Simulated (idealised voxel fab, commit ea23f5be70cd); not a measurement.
The process module that follows is named voxel tone inversion.
Square cells of 5 nm make up the cross-section cut, whose width is 210 nm.
When this document writes out a cross-section, it uses a grid of square cells and lists it as bands, beginning at the top and moving down, with a band standing for one or more rows of cells.
Top height, bottom height, nm. Materials left to right, width each, nm. Single material + "full width" = fills band edge to edge. "air" = empty.
Below 0: as-received wafer, all one material; heights counted from there. Lowest band: no bottom, goes on down, written "0 -> down".
Width: "30..40" (first number = top row, second number = bottom row, same change from row to row of cells).
You'll sometimes find "same as before" written for a step, and that's the way of saying that nowhere in the cross-section did a cell change during that step.
Look at "Fully closed voids" for the closed voids: empty spaces with no open path to the top, sized 8 cells or up. Each is width x height at distance, distance from the left edge, all nm.
Where a step's line continues beyond its settings, the continuation is a remark by the simulator itself on that step.
When a step includes a mask, the "overlay nm" setting on its line states how far to the right of its planned place that mask lay, and negative values state how far to the left.
# Process steps (planned)
1: RECEIVE with material Si
2: CONFORMAL_DEP with material SiCN, thk nm 5
3: DIRECTIONAL_DEP with material aC, thk nm 25
4: PATTERN with tone cover, mask id POSTS, material resist, width nm 15, pitch nm 40, thk nm 30, overlay nm 0
5: DIRECTIONAL_ETCH with etch materials aC, depth nm 25
6: STRIP with etch materials resist
7: FILL_DEP with material lowk, thk nm 5
8: CMP with height nm 30
9: STRIP with etch materials aC
10: CONFORMAL_DEP with material TiN, thk nm 5
11: FILL_DEP with material Ru, thk nm 10
12: CMP with height nm 30
13: CONFORMAL_DEP with material SiCN, thk nm 5
# Cross-sectional view of the wafer in its as-received condition, corresponding to the state after step 1
- 0 -> down  Si full width
- Fully closed voids: none
# The cross-section shown corresponds to the wafer at the conclusion of the module. The initial structure and the process plan are those presented above; however, one mistake occurred in executing the plan
- 35 -> 30  SiCN full width
- 30 -> 10  65 nm lowk  5 nm TiN  5 nm Ru  5 nm TiN  25 nm lowk  5 nm TiN  5 nm Ru  5 nm TiN  90 nm lowk
- 10 -> 5  65 nm lowk  15 nm TiN  25 nm lowk  15 nm TiN  90 nm lowk
- 5 -> 0  SiCN full width
- 0 -> down  Si full width
- Fully closed voids: none
Plan not followed: step 4 ran differently from the plan; actual operation with settings: PATTERN with tone cover, mask id POSTS, material resist, width nm 15, pitch nm 40, thk nm 30, overlay nm -10
